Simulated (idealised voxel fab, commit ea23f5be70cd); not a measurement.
Process module name: voxel self aligned vias
Square cell edge 5 nm, section width 290 nm, ID cut.
A cross-section is written here as square cells arranged in a grid, and it is given in bands from the top down, each band taking up one or more rows of cells.
Top height, bottom height, nm. Materials left to right, width each, nm. Single material + "edge to edge" = fills band edge to edge. "empty" = empty.
We count height from 0. Below that, the starting wafer is all one material. The lowest band never ends at the bottom but goes on down; see "0 down" for how that is written.
With a width like "30..40", each row of cells in the band differs from the next by the same amount, the top row carrying the first number and the bottom row the second.
The cross-section has no changed cell in any step marked "stayed the same".
Empty spaces counting at least 8 cells and having no open way to the top are listed in "Fully enclosed voids". The notation width x height at distance is used for each, the distance being from the left edge and all three values in nm.
Anything after a step's settings on that line? It's the simulator's own note about the step.
overlay nm: for a step with a mask, the amount by which the mask lay right of where it was planned; a negative amount means left of it.
Pairs ahead. Before: cross-section ahead of one process step. After: cross-section once the step is done, shown to the lowest changed band only. Under each pair: that step, with settings. Caution: pairs may come from different runs of this module on the same starting wafer; a pair follows the pair above only where its "Pre-step" entry says so.

### Pre-step
    60 to 55 | 50 TiN / 45 empty / 30 TiN / 45 empty / 30 TiN / 45 empty / 45 TiN
    55 to 45 | 45 lowk / 5 TiN / 45 empty / 5 TiN / 20 lowk / 5 TiN / 45 empty / 5 TiN / 20 lowk / 5 TiN / 45 empty / 5 TiN / 40 lowk
    45 to 35 | 45..55 lowk / 15..5 TiN / 20 empty / 20..5 TiN / 20..45 lowk / 15..5 TiN / 20 empty / 20..5 TiN / 20..45 lowk / 15..5 TiN / 20 empty / 20..5 TiN / 40..55 lowk
    35 to 30 | 55 lowk / 30 TiN / 45 lowk / 30 TiN / 45 lowk / 30 TiN / 55 lowk
    30 to 25 | 55 lowk / 5 TiN / 20 W / 5 TiN / 45 lowk / 5 TiN / 20 W / 5 TiN / 45 lowk / 5 TiN / 20 W / 5 TiN / 55 lowk
    25 to 20 | 55 lowk / 30 TiN / 45 lowk / 30 TiN / 45 lowk / 30 TiN / 55 lowk
    20 to 15 | SiCN edge to edge
    15 to 0 | SiO2 edge to edge
    0 down | Si edge to edge
    Fully enclosed voids: none

### Cross-Section After Step
    70 to 60 | Ru edge to edge
    60 to 55 | 50 TiN / 45 Ru / 30 TiN / 45 Ru / 30 TiN / 45 Ru / 45 TiN
    55 to 45 | 45 lowk / 5 TiN / 45 Ru / 5 TiN / 20 lowk / 5 TiN / 45 Ru / 5 TiN / 20 lowk / 5 TiN / 45 Ru / 5 TiN / 40 lowk
    45 to 35 | 45..55 lowk / 15..5 TiN / 20 Ru / 20..5 TiN / 20..45 lowk / 15..5 TiN / 20 Ru / 20..5 TiN / 20..45 lowk / 15..5 TiN / 20 Ru / 20..5 TiN / 40..55 lowk
    Whatever lies below 35 is exactly as it was before.
    Fully enclosed voids: none
Which operation links the two cross-sections above? FILL_DEP, material Ru, thk nm 10

Pre-step: equal to the after panel directly above.

### Cross-Section After Step
    55 to 45 | 45 lowk / 5 TiN / 45 Ru / 5 TiN / 20 lowk / 5 TiN / 45 Ru / 5 TiN / 20 lowk / 5 TiN / 45 Ru / 5 TiN / 40 lowk
    Whatever lies below 45 is exactly as it was before.
    Fully enclosed voids: none
Which operation links the two cross-sections above? CMP, height nm 55

Pre-step: equal to the after panel directly above.

### Cross-Section After Step
    60 to 55 | SiCN edge to edge
    Whatever lies below 55 is exactly as it was before.
    Fully enclosed voids: none
Which operation links the two cross-sections above? CONFORMAL_DEP, material SiCN, thk nm 5

### Pre-step
    55 to 40 | aC edge to edge
    40 to 20 | lowk edge to edge
    20 to 15 | SiCN edge to edge
    15 to 0 | SiO2 edge to edge
    0 down | Si edge to edge
    Fully enclosed voids: none

### Cross-Section After Step
    90 to 55 | 45 resist / 30 empty / 45 resist / 30 empty / 45 resist / 30 empty / 65 resist
    Whatever lies below 55 is exactly as it was before.
    Fully enclosed voids: none
Which operation links the two cross-sections above? PATTERN, tone open, mask id LINES, material resist, width nm 30, pitch nm 75, thk nm 35, overlay nm -10

Pre-step: equal to the after panel directly above.

### Cross-Section After Step
    75 to 55 | 45 resist / 30 empty / 45 resist / 30 empty / 45 resist / 30 empty / 65 resist
    55 to 40 | 45 aC / 30 empty / 45 aC / 30 empty / 45 aC / 30 empty / 65 aC
    Whatever lies below 40 is exactly as it was before.
    Fully enclosed voids: none
Which operation links the two cross-sections above? DIRECTIONAL_ETCH, etch materials aC, depth nm 15

Pre-step: equal to the after panel directly above.

### Cross-Section After Step
    55 to 40 | 45 aC / 30 empty / 45 aC / 30 empty / 45 aC / 30 empty / 65 aC
    Whatever lies below 40 is exactly as it was before.
    Fully enclosed voids: none
Which operation links the two cross-sections above? STRIP, etch materials resist

Pre-step: equal to the after panel directly above.

### Cross-Section After Step
    55 to 40 | 45 aC / 30 empty / 45 aC / 30 empty / 45 aC / 30 empty / 65 aC
    40 to 20 | 45 lowk / 30 empty / 45 lowk / 30 empty / 45 lowk / 30 empty / 65 lowk
    Whatever lies below 20 is exactly as it was before.
    Fully enclosed voids: none
Which operation links the two cross-sections above? DIRECTIONAL_ETCH, etch materials lowk, depth nm 20

Pre-step: equal to the after panel directly above.

### Cross-Section After Step
    40 to 20 | 45 lowk / 30 empty / 45 lowk / 30 empty / 45 lowk / 30 empty / 65 lowk
    Whatever lies below 20 is exactly as it was before.
    Fully enclosed voids: none
Which operation links the two cross-sections above? STRIP, etch materials aC

Pre-step: equal to the after panel directly above.

### Cross-Section After Step
    45 to 40 | 50 TiN / 20 empty / 55 TiN / 20 empty / 55 TiN / 20 empty / 70 TiN
    40 to 25 | 45 lowk / 5 TiN / 20 empty / 5 TiN / 45 lowk / 5 TiN / 20 empty / 5 TiN / 45 lowk / 5 TiN / 20 empty / 5 TiN / 65 lowk
    25 to 20 | 45 lowk / 30 TiN / 45 lowk / 30 TiN / 45 lowk / 30 TiN / 65 lowk
    Whatever lies below 20 is exactly as it was before.
    Fully enclosed voids: none
Which operation links the two cross-sections above? CONFORMAL_DEP, material TiN, thk nm 5

Pre-step: equal to the after panel directly above.

### Cross-Section After Step
    50 to 45 | W edge to edge
    45 to 40 | 50 TiN / 20 W / 55 TiN / 20 W / 55 TiN / 20 W / 70 TiN
    40 to 25 | 45 lowk / 5 TiN / 20 W / 5 TiN / 45 lowk / 5 TiN / 20 W / 5 TiN / 45 lowk / 5 TiN / 20 W / 5 TiN / 65 lowk
    Whatever lies below 25 is exactly as it was before.
    Fully enclosed voids: none
Which operation links the two cross-sections above? FILL_DEP, material W, thk nm 5

Pre-step: equal to the after panel directly above.

### Cross-Section After Step
    40 to 25 | 45 lowk / 5 TiN / 20 W / 5 TiN / 45 lowk / 5 TiN / 20 W / 5 TiN / 45 lowk / 5 TiN / 20 W / 5 TiN / 65 lowk
    Whatever lies below 25 is exactly as it was before.
    Fully enclosed voids: none
Which operation links the two cross-sections above? CMP, height nm 40

Pre-step: equal to the after panel directly above.

### Cross-Section After Step
    40 to 30 | 45 lowk / 30 empty / 45 lowk / 30 empty / 45 lowk / 30 empty / 65 lowk
    Whatever lies below 30 is exactly as it was before.
    Fully enclosed voids: none
Which operation links the two cross-sections above? SELECTIVE_ETCH, etch materials W Ru TiN, depth nm 10

Pre-step: equal to the after panel directly above.

### Cross-Section After Step
    45 to 40 | SiN edge to edge
    40 to 30 | 45 lowk / 30 SiN / 45 lowk / 30 SiN / 45 lowk / 30 SiN / 65 lowk
    Whatever lies below 30 is exactly as it was before.
    Fully enclosed voids: none
Which operation links the two cross-sections above? FILL_DEP, material SiN, thk nm 5

Pre-step: equal to the after panel directly above.

### Cross-Section After Step
    40 to 30 | 45 lowk / 30 SiN / 45 lowk / 30 SiN / 45 lowk / 30 SiN / 65 lowk
    Whatever lies below 30 is exactly as it was before.
    Fully enclosed voids: none
Which operation links the two cross-sections above? CMP, height nm 40

Pre-step: equal to the after panel directly above.

### Cross-Section After Step
    55 to 40 | lowk edge to edge
    Whatever lies below 40 is exactly as it was before.
    Fully enclosed voids: none
Which operation links the two cross-sections above? DIRECTIONAL_DEP, material lowk, thk nm 15

Pre-step: equal to the after panel directly above.

### Cross-Section After Step
    55 to 40 | 45 lowk / 50 empty / 25 lowk / 50 empty / 25 lowk / 50 empty / 45 lowk
    Whatever lies below 40 is exactly as it was before.
    Fully enclosed voids: none
Which operation links the two cross-sections above? MASKED_ETCH, tone open, mask id VIAS, width nm 50, pitch nm 75, etch materials lowk, depth nm 15, overlay nm 0

Pre-step: equal to the after panel directly above.

### Cross-Section After Step
    55 to 40 | 45 lowk / 50 empty / 25 lowk / 50 empty / 25 lowk / 50 empty / 45 lowk
    40 to 30 | 45 lowk / 30 empty / 45 lowk / 30 empty / 45 lowk / 30 empty / 65 lowk
    Whatever lies below 30 is exactly as it was before.
    Fully enclosed voids: none
Which operation links the two cross-sections above? MASKED_ETCH, tone open, mask id VIAS, width nm 50, pitch nm 75, etch materials SiN, depth nm 10, overlay nm 0

Pre-step: equal to the after panel directly above.

### Cross-Section After Step
    60 to 55 | 50 TiN / 40 empty / 35 TiN / 40 empty / 35 TiN / 40 empty / 50 TiN
    55 to 45 | 45 lowk / 5 TiN / 40 empty / 5 TiN / 25 lowk / 5 TiN / 40 empty / 5 TiN / 25 lowk / 5 TiN / 40 empty / 5 TiN / 45 lowk
    45 to 35 | 45 lowk / 5 TiN / 20 empty / 25..5 TiN / 25..45 lowk / 5 TiN / 20 empty / 25..5 TiN / 25..45 lowk / 5 TiN / 20 empty / 25..5 TiN / 45..65 lowk
    35 to 30 | 45 lowk / 30 TiN / 45 lowk / 30 TiN / 45 lowk / 30 TiN / 65 lowk
    Whatever lies below 30 is exactly as it was before.
    Fully enclosed voids: none
Which operation links the two cross-sections above? CONFORMAL_DEP, material TiN, thk nm 5

Pre-step: equal to the after panel directly above.

### Cross-Section After Step
    70 to 60 | Ru edge to edge
    60 to 55 | 50 TiN / 40 Ru / 35 TiN / 40 Ru / 35 TiN / 40 Ru / 50 TiN
    55 to 45 | 45 lowk / 5 TiN / 40 Ru / 5 TiN / 25 lowk / 5 TiN / 40 Ru / 5 TiN / 25 lowk / 5 TiN / 40 Ru / 5 TiN / 45 lowk
    45 to 35 | 45 lowk / 5 TiN / 20 Ru / 25..5 TiN / 25..45 lowk / 5 TiN / 20 Ru / 25..5 TiN / 25..45 lowk / 5 TiN / 20 Ru / 25..5 TiN / 45..65 lowk
    Whatever lies below 35 is exactly as it was before.
    Fully enclosed voids: none
Which operation links the two cross-sections above? FILL_DEP, material Ru, thk nm 10

Pre-step: equal to the after panel directly above.

### Cross-Section After Step
    55 to 45 | 45 lowk / 5 TiN / 40 Ru / 5 TiN / 25 lowk / 5 TiN / 40 Ru / 5 TiN / 25 lowk / 5 TiN / 40 Ru / 5 TiN / 45 lowk
    Whatever lies below 45 is exactly as it was before.
    Fully enclosed voids: none
Which operation links the two cross-sections above? CMP, height nm 55

Pre-step: equal to the after panel directly above.

### Cross-Section After Step
    60 to 55 | SiCN edge to edge
    Whatever lies below 55 is exactly as it was before.
    Fully enclosed voids: none
Which operation links the two cross-sections above? CONFORMAL_DEP, material SiCN, thk nm 5

### Pre-step
    15 to 0 | SiO2 edge to edge
    0 down | Si edge to edge
    Fully enclosed voids: none

### Cross-Section After Step
    20 to 15 | lowk edge to edge
    Whatever lies below 15 is exactly as it was before.
    Fully enclosed voids: none
Which operation links the two cross-sections above? CONFORMAL_DEP, material lowk, thk nm 5

Pre-step: equal to the after panel directly above.

### Cross-Section After Step
    40 to 15 | lowk edge to edge
    Whatever lies below 15 is exactly as it was before.
    Fully enclosed voids: none
Which operation links the two cross-sections above? DIRECTIONAL_DEP, material lowk, thk nm 20

Pre-step: equal to the after panel directly above.

### Cross-Section After Step
    55 to 40 | aC edge to edge
    Whatever lies below 40 is exactly as it was before.
    Fully enclosed voids: none
Which operation links the two cross-sections above? DIRECTIONAL_DEP, material aC, thk nm 15

Pre-step: equal to the after panel directly above.

### Cross-Section After Step
    90 to 55 | 55 resist / 30 empty / 45 resist / 30 empty / 45 resist / 30 empty / 55 resist
    Whatever lies below 55 is exactly as it was before.
    Fully enclosed voids: none
Which operation links the two cross-sections above? PATTERN, tone open, mask id LINES, material resist, width nm 30, pitch nm 75, thk nm 35, overlay nm 0

Pre-step: equal to the after panel directly above.

### Cross-Section After Step
    75 to 55 | 55 resist / 30 empty / 45 resist / 30 empty / 45 resist / 30 empty / 55 resist
    55 to 40 | 55 aC / 30 empty / 45 aC / 30 empty / 45 aC / 30 empty / 55 aC
    Whatever lies below 40 is exactly as it was before.
    Fully enclosed voids: none
Which operation links the two cross-sections above? DIRECTIONAL_ETCH, etch materials aC, depth nm 15

Pre-step: equal to the after panel directly above.

### Cross-Section After Step
    55 to 40 | 55 aC / 30 empty / 45 aC / 30 empty / 45 aC / 30 empty / 55 aC
    Whatever lies below 40 is exactly as it was before.
    Fully enclosed voids: none
Which operation links the two cross-sections above? STRIP, etch materials resist

Pre-step: equal to the after panel directly above.

### Cross-Section After Step
    55 to 40 | 55 aC / 30 empty / 45 aC / 30 empty / 45 aC / 30 empty / 55 aC
    40 to 20 | 55 lowk / 30 empty / 45 lowk / 30 empty / 45 lowk / 30 empty / 55 lowk
    Whatever lies below 20 is exactly as it was before.
    Fully enclosed voids: none
Which operation links the two cross-sections above? DIRECTIONAL_ETCH, etch materials lowk, depth nm 20

Pre-step: equal to the after panel directly above.

### Cross-Section After Step
    40 to 20 | 55 lowk / 30 empty / 45 lowk / 30 empty / 45 lowk / 30 empty / 55 lowk
    Whatever lies below 20 is exactly as it was before.
    Fully enclosed voids: none
Which operation links the two cross-sections above? STRIP, etch materials aC

Pre-step: equal to the after panel directly above.

### Cross-Section After Step
    45 to 40 | 60 TiN / 20 empty / 55 TiN / 20 empty / 55 TiN / 20 empty / 60 TiN
    40 to 25 | 55 lowk / 5 TiN / 20 empty / 5 TiN / 45 lowk / 5 TiN / 20 empty / 5 TiN / 45 lowk / 5 TiN / 20 empty / 5 TiN / 55 lowk
    25 to 20 | 55 lowk / 30 TiN / 45 lowk / 30 TiN / 45 lowk / 30 TiN / 55 lowk
    Whatever lies below 20 is exactly as it was before.
    Fully enclosed voids: none
Which operation links the two cross-sections above? CONFORMAL_DEP, material TiN, thk nm 5

Pre-step: equal to the after panel directly above.

### Cross-Section After Step
    50 to 45 | W edge to edge
    45 to 40 | 60 TiN / 20 W / 55 TiN / 20 W / 55 TiN / 20 W / 60 TiN
    40 to 25 | 55 lowk / 5 TiN / 20 W / 5 TiN / 45 lowk / 5 TiN / 20 W / 5 TiN / 45 lowk / 5 TiN / 20 W / 5 TiN / 55 lowk
    Whatever lies below 25 is exactly as it was before.
    Fully enclosed voids: none
Which operation links the two cross-sections above? FILL_DEP, material W, thk nm 5

Pre-step: equal to the after panel directly above.

### Cross-Section After Step
    40 to 25 | 55 lowk / 5 TiN / 20 W / 5 TiN / 45 lowk / 5 TiN / 20 W / 5 TiN / 45 lowk / 5 TiN / 20 W / 5 TiN / 55 lowk
    Whatever lies below 25 is exactly as it was before.
    Fully enclosed voids: none
Which operation links the two cross-sections above? CMP, height nm 40

Pre-step: equal to the after panel directly above.

### Cross-Section After Step
    40 to 30 | 55 lowk / 30 empty / 45 lowk / 30 empty / 45 lowk / 30 empty / 55 lowk
    Whatever lies below 30 is exactly as it was before.
    Fully enclosed voids: none
Which operation links the two cross-sections above? SELECTIVE_ETCH, etch materials W Ru TiN, depth nm 10

Pre-step: equal to the after panel directly above.

### Cross-Section After Step
    45 to 40 | SiN edge to edge
    40 to 30 | 55 lowk / 30 SiN / 45 lowk / 30 SiN / 45 lowk / 30 SiN / 55 lowk
    Whatever lies below 30 is exactly as it was before.
    Fully enclosed voids: none
Which operation links the two cross-sections above? FILL_DEP, material SiN, thk nm 5

Pre-step: equal to the after panel directly above.

### Cross-Section After Step
    40 to 30 | 55 lowk / 30 SiN / 45 lowk / 30 SiN / 45 lowk / 30 SiN / 55 lowk
    Whatever lies below 30 is exactly as it was before.
    Fully enclosed voids: none
Which operation links the two cross-sections above? CMP, height nm 40

Pre-step: equal to the after panel directly above.

### Cross-Section After Step
    55 to 40 | lowk edge to edge
    Whatever lies below 40 is exactly as it was before.
    Fully enclosed voids: none
Which operation links the two cross-sections above? DIRECTIONAL_DEP, material lowk, thk nm 15

Pre-step: equal to the after panel directly above.

### Cross-Section After Step
    55 to 40 | 45 lowk / 50 empty / 25 lowk / 50 empty / 25 lowk / 50 empty / 45 lowk
    Whatever lies below 40 is exactly as it was before.
    Fully enclosed voids: none
Which operation links the two cross-sections above? MASKED_ETCH, tone open, mask id VIAS, width nm 50, pitch nm 75, etch materials lowk, depth nm 15, overlay nm 0

Pre-step: equal to the after panel directly above.

### Cross-Section After Step
    55 to 40 | 45 lowk / 50 empty / 25 lowk / 50 empty / 25 lowk / 50 empty / 45 lowk
    40 to 30 | 55 lowk / 30 empty / 45 lowk / 30 empty / 45 lowk / 30 empty / 55 lowk
    Whatever lies below 30 is exactly as it was before.
    Fully enclosed voids: none
Which operation links the two cross-sections above? MASKED_ETCH, tone open, mask id VIAS, width nm 50, pitch nm 75, etch materials SiN, depth nm 10, overlay nm 0

Pre-step: equal to the after panel directly above.

### Cross-Section After Step
    60 to 55 | 50 TiN / 40 empty / 35 TiN / 40 empty / 35 TiN / 40 empty / 50 TiN
    55 to 45 | 45 lowk / 5 TiN / 40 empty / 5 TiN / 25 lowk / 5 TiN / 40 empty / 5 TiN / 25 lowk / 5 TiN / 40 empty / 5 TiN / 45 lowk
    45 to 35 | 45..55 lowk / 15..5 TiN / 20 empty / 15..5 TiN / 25..45 lowk / 15..5 TiN / 20 empty / 15..5 TiN / 25..45 lowk / 15..5 TiN / 20 empty / 15..5 TiN / 45..55 lowk
    35 to 30 | 55 lowk / 30 TiN / 45 lowk / 30 TiN / 45 lowk / 30 TiN / 55 lowk
    Whatever lies below 30 is exactly as it was before.
    Fully enclosed voids: none
Which operation links the two cross-sections above? CONFORMAL_DEP, material TiN, thk nm 5

Pre-step: equal to the after panel directly above.

### Cross-Section After Step
    70 to 60 | Ru edge to edge
    60 to 55 | 50 TiN / 40 Ru / 35 TiN / 40 Ru / 35 TiN / 40 Ru / 50 TiN
    55 to 45 | 45 lowk / 5 TiN / 40 Ru / 5 TiN / 25 lowk / 5 TiN / 40 Ru / 5 TiN / 25 lowk / 5 TiN / 40 Ru / 5 TiN / 45 lowk
    45 to 35 | 45..55 lowk / 15..5 TiN / 20 Ru / 15..5 TiN / 25..45 lowk / 15..5 TiN / 20 Ru / 15..5 TiN / 25..45 lowk / 15..5 TiN / 20 Ru / 15..5 TiN / 45..55 lowk
    Whatever lies below 35 is exactly as it was before.
    Fully enclosed voids: none
Which operation links the two cross-sections above? FILL_DEP, material Ru, thk nm 10

Pre-step: equal to the after panel directly above.

### Cross-Section After Step
    55 to 45 | 45 lowk / 5 TiN / 40 Ru / 5 TiN / 25 lowk / 5 TiN / 40 Ru / 5 TiN / 25 lowk / 5 TiN / 40 Ru / 5 TiN / 45 lowk
    Whatever lies below 45 is exactly as it was before.
    Fully enclosed voids: none
Which operation links the two cross-sections above? CMP, height nm 55

Pre-step: equal to the after panel directly above.

### Cross-Section After Step
    60 to 55 | SiCN edge to edge
    Whatever lies below 55 is exactly as it was before.
    Fully enclosed voids: none
Which operation links the two cross-sections above? CONFORMAL_DEP, material SiCN, thk nm 5

### Pre-step
    55 to 40 | aC edge to edge
    40 to 20 | lowk edge to edge
    20 to 15 | SiCN edge to edge
    15 to 0 | SiO2 edge to edge
    0 down | Si edge to edge
    Fully enclosed voids: none

### Cross-Section After Step
    90 to 55 | 55 empty / 30 resist / 45 empty / 30 resist / 45 empty / 30 resist / 55 empty
    Whatever lies below 55 is exactly as it was before.
    Fully enclosed voids: none
Which operation links the two cross-sections above? PATTERN, tone cover, mask id LINES, material resist, width nm 30, pitch nm 75, thk nm 35, overlay nm 0

Pre-step: equal to the after panel directly above.

### Cross-Section After Step
    75 to 55 | 55 empty / 30 resist / 45 empty / 30 resist / 45 empty / 30 resist / 55 empty
    55 to 40 | 55 empty / 30 aC / 45 empty / 30 aC / 45 empty / 30 aC / 55 empty
    Whatever lies below 40 is exactly as it was before.
    Fully enclosed voids: none
Which operation links the two cross-sections above? DIRECTIONAL_ETCH, etch materials aC, depth nm 15

Pre-step: equal to the after panel directly above.

### Cross-Section After Step
    55 to 40 | 55 empty / 30 aC / 45 empty / 30 aC / 45 empty / 30 aC / 55 empty
    Whatever lies below 40 is exactly as it was before.
    Fully enclosed voids: none
Which operation links the two cross-sections above? STRIP, etch materials resist

Pre-step: equal to the after panel directly above.

### Cross-Section After Step
    55 to 40 | 55 empty / 30 aC / 45 empty / 30 aC / 45 empty / 30 aC / 55 empty
    40 to 20 | 55 empty / 30 lowk / 45 empty / 30 lowk / 45 empty / 30 lowk / 55 empty
    Whatever lies below 20 is exactly as it was before.
    Fully enclosed voids: none
Which operation links the two cross-sections above? DIRECTIONAL_ETCH, etch materials lowk, depth nm 20

Pre-step: equal to the after panel directly above.

### Cross-Section After Step
    40 to 20 | 55 empty / 30 lowk / 45 empty / 30 lowk / 45 empty / 30 lowk / 55 empty
    Whatever lies below 20 is exactly as it was before.
    Fully enclosed voids: none
Which operation links the two cross-sections above? STRIP, etch materials aC

Pre-step: equal to the after panel directly above.

### Cross-Section After Step
    45 to 40 | 50 empty / 40 TiN / 35 empty / 40 TiN / 35 empty / 40 TiN / 50 empty
    40 to 25 | 50 empty / 5 TiN / 30 lowk / 5 TiN / 35 empty / 5 TiN / 30 lowk / 5 TiN / 35 empty / 5 TiN / 30 lowk / 5 TiN / 50 empty
    25 to 20 | 55 TiN / 30 lowk / 45 TiN / 30 lowk / 45 TiN / 30 lowk / 55 TiN
    Whatever lies below 20 is exactly as it was before.
    Fully enclosed voids: none
Which operation links the two cross-sections above? CONFORMAL_DEP, material TiN, thk nm 5

Pre-step: equal to the after panel directly above.

### Cross-Section After Step
    50 to 45 | W edge to edge
    45 to 40 | 50 W / 40 TiN / 35 W / 40 TiN / 35 W / 40 TiN / 50 W
    40 to 25 | 50 W / 5 TiN / 30 lowk / 5 TiN / 35 W / 5 TiN / 30 lowk / 5 TiN / 35 W / 5 TiN / 30 lowk / 5 TiN / 50 W
    Whatever lies below 25 is exactly as it was before.
    Fully enclosed voids: none
Which operation links the two cross-sections above? FILL_DEP, material W, thk nm 5

Pre-step: equal to the after panel directly above.

### Cross-Section After Step
    40 to 25 | 50 W / 5 TiN / 30 lowk / 5 TiN / 35 W / 5 TiN / 30 lowk / 5 TiN / 35 W / 5 TiN / 30 lowk / 5 TiN / 50 W
    Whatever lies below 25 is exactly as it was before.
    Fully enclosed voids: none
Which operation links the two cross-sections above? CMP, height nm 40

Pre-step: equal to the after panel directly above.

### Cross-Section After Step
    40 to 30 | 55 empty / 30 lowk / 45 empty / 30 lowk / 45 empty / 30 lowk / 55 empty
    Whatever lies below 30 is exactly as it was before.
    Fully enclosed voids: none
Which operation links the two cross-sections above? SELECTIVE_ETCH, etch materials W Ru TiN, depth nm 10

Pre-step: equal to the after panel directly above.

### Cross-Section After Step
    45 to 40 | SiN edge to edge
    40 to 30 | 55 SiN / 30 lowk / 45 SiN / 30 lowk / 45 SiN / 30 lowk / 55 SiN
    Whatever lies below 30 is exactly as it was before.
    Fully enclosed voids: none
Which operation links the two cross-sections above? FILL_DEP, material SiN, thk nm 5

Pre-step: equal to the after panel directly above.

### Cross-Section After Step
    40 to 30 | 55 SiN / 30 lowk / 45 SiN / 30 lowk / 45 SiN / 30 lowk / 55 SiN
    Whatever lies below 30 is exactly as it was before.
    Fully enclosed voids: none
Which operation links the two cross-sections above? CMP, height nm 40

Pre-step: equal to the after panel directly above.

### Cross-Section After Step
    55 to 40 | lowk edge to edge
    Whatever lies below 40 is exactly as it was before.
    Fully enclosed voids: none
Which operation links the two cross-sections above? DIRECTIONAL_DEP, material lowk, thk nm 15

Pre-step: equal to the after panel directly above.

### Cross-Section After Step
    55 to 40 | 45 lowk / 50 empty / 25 lowk / 50 empty / 25 lowk / 50 empty / 45 lowk
    Whatever lies below 40 is exactly as it was before.
    Fully enclosed voids: none
Which operation links the two cross-sections above? MASKED_ETCH, tone open, mask id VIAS, width nm 50, pitch nm 75, etch materials lowk, depth nm 15, overlay nm 0

Pre-step: equal to the after panel directly above.

### Cross-Section After Step
    55 to 40 | 45 lowk / 50 empty / 25 lowk / 50 empty / 25 lowk / 50 empty / 45 lowk
    40 to 30 | 45 SiN / 10 empty / 30 lowk / 10 empty / 25 SiN / 10 empty / 30 lowk / 10 empty / 25 SiN / 10 empty / 30 lowk / 10 empty / 45 SiN
    Whatever lies below 30 is exactly as it was before.
    Fully enclosed voids: none
Which operation links the two cross-sections above? MASKED_ETCH, tone open, mask id VIAS, width nm 50, pitch nm 75, etch materials SiN, depth nm 10, overlay nm 0

Pre-step: equal to the after panel directly above.

### Cross-Section After Step
    60 to 55 | 50 TiN / 40 empty / 35 TiN / 40 empty / 35 TiN / 40 empty / 50 TiN
    55 to 45 | 45 lowk / 5 TiN / 40 empty / 5 TiN / 25 lowk / 5 TiN / 40 empty / 5 TiN / 25 lowk / 5 TiN / 40 empty / 5 TiN / 45 lowk
    45 to 40 | 45 lowk / 50 TiN / 25 lowk / 50 TiN / 25 lowk / 50 TiN / 45 lowk
    40 to 30 | 45 SiN / 10 TiN / 30 lowk / 10 TiN / 25 SiN / 10 TiN / 30 lowk / 10 TiN / 25 SiN / 10 TiN / 30 lowk / 10 TiN / 45 SiN
    Whatever lies below 30 is exactly as it was before.
    Fully enclosed voids: none
Which operation links the two cross-sections above? CONFORMAL_DEP, material TiN, thk nm 5

Pre-step: equal to the after panel directly above.

### Cross-Section After Step
    70 to 60 | Ru edge to edge
    60 to 55 | 50 TiN / 40 Ru / 35 TiN / 40 Ru / 35 TiN / 40 Ru / 50 TiN
    55 to 45 | 45 lowk / 5 TiN / 40 Ru / 5 TiN / 25 lowk / 5 TiN / 40 Ru / 5 TiN / 25 lowk / 5 TiN / 40 Ru / 5 TiN / 45 lowk
    Whatever lies below 45 is exactly as it was before.
    Fully enclosed voids: none
Which operation links the two cross-sections above? FILL_DEP, material Ru, thk nm 10

Pre-step: equal to the after panel directly above.

### Cross-Section After Step
    55 to 45 | 45 lowk / 5 TiN / 40 Ru / 5 TiN / 25 lowk / 5 TiN / 40 Ru / 5 TiN / 25 lowk / 5 TiN / 40 Ru / 5 TiN / 45 lowk
    Whatever lies below 45 is exactly as it was before.
    Fully enclosed voids: none
Which operation links the two cross-sections above? CMP, height nm 55

Pre-step: equal to the after panel directly above.

### Cross-Section After Step
    60 to 55 | SiCN edge to edge
    Whatever lies below 55 is exactly as it was before.
    Fully enclosed voids: none
Which operation links the two cross-sections above? CONFORMAL_DEP, material SiCN, thk nm 5
